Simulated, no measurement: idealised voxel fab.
Documented hereafter: the process module known as voxel self aligned contacts.
Displayed cross-section: cut, width of 245 nm, square cells sized 5 nm.
We lay out every cross-section as a grid of square cells and spell it out in bands from the top down, where one band means one or more rows of cells.
A band entry consists of two parts. The first gives the height of the band's top and the height of its bottom, in nm. The rest lists the band's materials from left to right, each with its width in nm. A single material labelled with the word "throughout" fills the band from edge to edge, and the word "empty" marks empty space.
Zero point of the height axis is 0; under it, received wafer = one material. Lowest band: continues down indefinitely, "0 -> down".
Top row gets the first number, bottom row gets the second, and each row in between changes by the same step: that is how a band width like "30..40" works.
What does "stayed the same" mean for a step? It means no cell of the cross-section changed in that step.
Reported under the label "Tabulated closed voids" are the empty spaces having no open way to the top and comprising 8 cells or more; the notation for each is width x height at distance, in which the distance is measured from the left edge and all three values are in nm.
Read whatever lies past the settings on a step's line as the simulator's own remark about the step.
"overlay nm", when on a step's line for a step with a mask, measures how far to the right of its planned place the mask lay; a negative measure means to the left.

Listed below are the process steps as planned:
1: RECEIVE | material Si
2: CONFORMAL_DEP | material SiO2 | thk nm 5
3: DIRECTIONAL_DEP | material polySi | thk nm 20
4: DIRECTIONAL_DEP | material SiN | thk nm 20
5: PATTERN | tone cover | mask id GATE | material resist | width nm 35 | pitch nm 70 | thk nm 20 | overlay nm 0
6: DIRECTIONAL_ETCH | etch materials SiN | depth nm 20
7: DIRECTIONAL_ETCH | etch materials polySi | depth nm 20
8: STRIP | etch materials resist
9: CONFORMAL_DEP | material SiN | thk nm 5
10: DIRECTIONAL_ETCH | etch materials SiN | depth nm 5
11: FILL_DEP | material SiO2 | thk nm 10
12: CMP | height nm 50
13: DIRECTIONAL_DEP | material aC | thk nm 15
14: PATTERN | tone open | mask id CONTACT | material resist | width nm 45 | pitch nm 70 | thk nm 35 | overlay nm 0
15: DIRECTIONAL_ETCH | etch materials aC | depth nm 15
16: STRIP | etch materials resist
17: DIRECTIONAL_ETCH | etch materials SiO2 | depth nm 50
18: STRIP | etch materials aC
19: CONFORMAL_DEP | material TiN | thk nm 5
20: FILL_DEP | material W | thk nm 5
21: CMP | height nm 50
22: CONFORMAL_DEP | material SiCN | thk nm 5

Wafer cross-section on receipt, i.e. after step 1:
  0 -> down | Si throughout
  Tabulated closed voids: none

This is how the wafer looks in cross-section once the module is done, given the starting state and plan above and one mistake in carrying the plan out:
  55 -> 50 | SiCN throughout
  50 -> 45 | SiO2 30 nm; SiN 45 nm; TiN 25 nm; SiN 45 nm; TiN 25 nm; SiN 45 nm; SiO2 30 nm
  45 -> 25 | SiN throughout
  25 -> 5 | polySi throughout
  5 -> 0 | SiO2 throughout
  0 -> down | Si throughout
  Tabulated closed voids: none
Diagnosis: the plan had its step 4 run twice
